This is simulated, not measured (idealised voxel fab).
A process module follows: voxel capacitor over wiring.
The width of the displayed cross-section, cut, is 170 nm; its cells are square, with a size of 5 nm.
Reading order for cross-sections: top band down to bottom band. Underlying form: a grid of square cells. Band size: one or more rows of cells. For a band, the entry starts with two heights in nm, that of the top and then that of the bottom, and carries on with the band's materials in order from left to right, each alongside its width in nm; the word "edge to edge" beside a single material means it fills the band edge to edge, and "blank" means empty space. Beneath 0, the wafer as received is one material, and that level is where height counting begins. The lowest band goes on downward without a bottom; it is written like "0 and below". A two-number width, for instance "30 to 40", indicates that the width is equal to the first number in the top row of the band and to the second number in the bottom row, and that it changes by a constant amount per row of cells. Any step labelled "nothing got changed" changed none of the cells in the cross-section. Voids not open to the top, 8 cells minimum: see "Catalogued sealed voids". Written width x height at distance; distance is from the left edge; nm. If you see something after the settings on a step's line, that's the simulator's own remark about that step. The "overlay nm" setting may appear on a step's line; for a step that uses a mask, it gives how far to the right of its planned position the mask lay, and a negative value indicates the left.
SET OUT BELOW ARE THE PLANNED STEPS OF THE PROCESS
1: RECEIVE: material Si
2: CONFORMAL_DEP: material SiO2, thk nm 10
3: CONFORMAL_DEP: material SiCN, thk nm 5
4: DIRECTIONAL_DEP: material lowk, thk nm 25
5: MASKED_ETCH: tone open, mask id METAL_1, width nm 30, pitch nm 100, etch materials lowk, depth nm 25, overlay nm 0
6: MASKED_ETCH: tone open, mask id METAL_1, width nm 30, pitch nm 100, etch materials SiCN, depth nm 5, overlay nm 0
7: CONFORMAL_DEP: material TiN, thk nm 5
8: FILL_DEP: material Ru, thk nm 5
9: CMP: height nm 40
10: CONFORMAL_DEP: material SiCN, thk nm 5
11: DIRECTIONAL_DEP: material SiO2, thk nm 10
12: DIRECTIONAL_DEP: material aC, thk nm 10
13: PATTERN: tone open, mask id PLUG_1, material resist, width nm 15, thk nm 30, overlay nm 0
14: DIRECTIONAL_ETCH: etch materials aC, depth nm 10
15: STRIP: etch materials resist
16: DIRECTIONAL_ETCH: etch materials SiO2, depth nm 10
17: DIRECTIONAL_ETCH: etch materials SiCN, depth nm 5
18: STRIP: etch materials aC
19: EPI: material Ru, thk nm 10
20: EPI: material Ru, thk nm 5
21: DIRECTIONAL_DEP: material TiN, thk nm 5
22: DIRECTIONAL_DEP: material SiN, thk nm 5
23: DIRECTIONAL_DEP: material TiN, thk nm 5
24: DIRECTIONAL_DEP: material aC, thk nm 10
25: PATTERN: tone cover, mask id UPPER_PLATE, material resist, width nm 75, thk nm 30, overlay nm 0
26: DIRECTIONAL_ETCH: etch materials aC, depth nm 10
27: STRIP: etch materials resist
28: DIRECTIONAL_ETCH: etch materials TiN, depth nm 5
29: DIRECTIONAL_ETCH: etch materials SiN, depth nm 5
30: STRIP: etch materials aC
31: PATTERN: tone cover, mask id LOWER_PLATE, material resist, width nm 85, thk nm 20, overlay nm 0
32: DIRECTIONAL_ETCH: etch materials TiN, depth nm 5
33: STRIP: etch materials resist
34: FILL_DEP: material SiO2, thk nm 20
35: CMP: height nm 85
36: PATTERN: tone open, mask id PLUG_2, material resist, width nm 15, thk nm 15, overlay nm 0
37: DIRECTIONAL_ETCH: etch materials SiO2, depth nm 15
38: STRIP: etch materials resist
39: CONFORMAL_DEP: material TiN, thk nm 5
40: FILL_DEP: material W, thk nm 10
41: CMP: height nm 85
42: CONFORMAL_DEP: material SiN, thk nm 5
RECEIVED-STATE CROSS-SECTION, REFLECTING COMPLETION OF STEP 1
	0 and below = Si edge to edge
	Catalogued sealed voids: none
MODULE COMPLETE, CROSS-SECTION. STARTING POINT AND PLAN PER ABOVE. ONE MISTAKE MADE IN RUNNING THE MODULE
	90 down to 85 = SiN edge to edge
	85 down to 80 = W edge to edge
	80 down to 75 = TiN 50 / W 5 / TiN 115
	75 down to 65 = SiO2 45 to 35 / TiN 15 to 75 / SiO2 110 to 60
	65 down to 60 = SiO2 35 / SiN 75 / SiO2 60
	60 down to 55 = SiO2 30 / TiN 85 / SiO2 55
	55 down to 45 = SiO2 35 / Ru 15 / SiO2 120
	45 down to 40 = SiCN 35 / Ru 15 / SiCN 120
	40 down to 15 = lowk 20 / TiN 5 / Ru 20 / TiN 5 / lowk 70 / TiN 5 / Ru 20 / TiN 5 / lowk 20
	15 down to 10 = SiCN 20 / TiN 30 / SiCN 70 / TiN 30 / SiCN 20
	10 down to 0 = SiO2 edge to edge
	0 and below = Si edge to edge
	Catalogued sealed voids: none
So what did we get wrong on this run? note that step 35 departed from the planned setting and was carried out as CMP: height nm 75
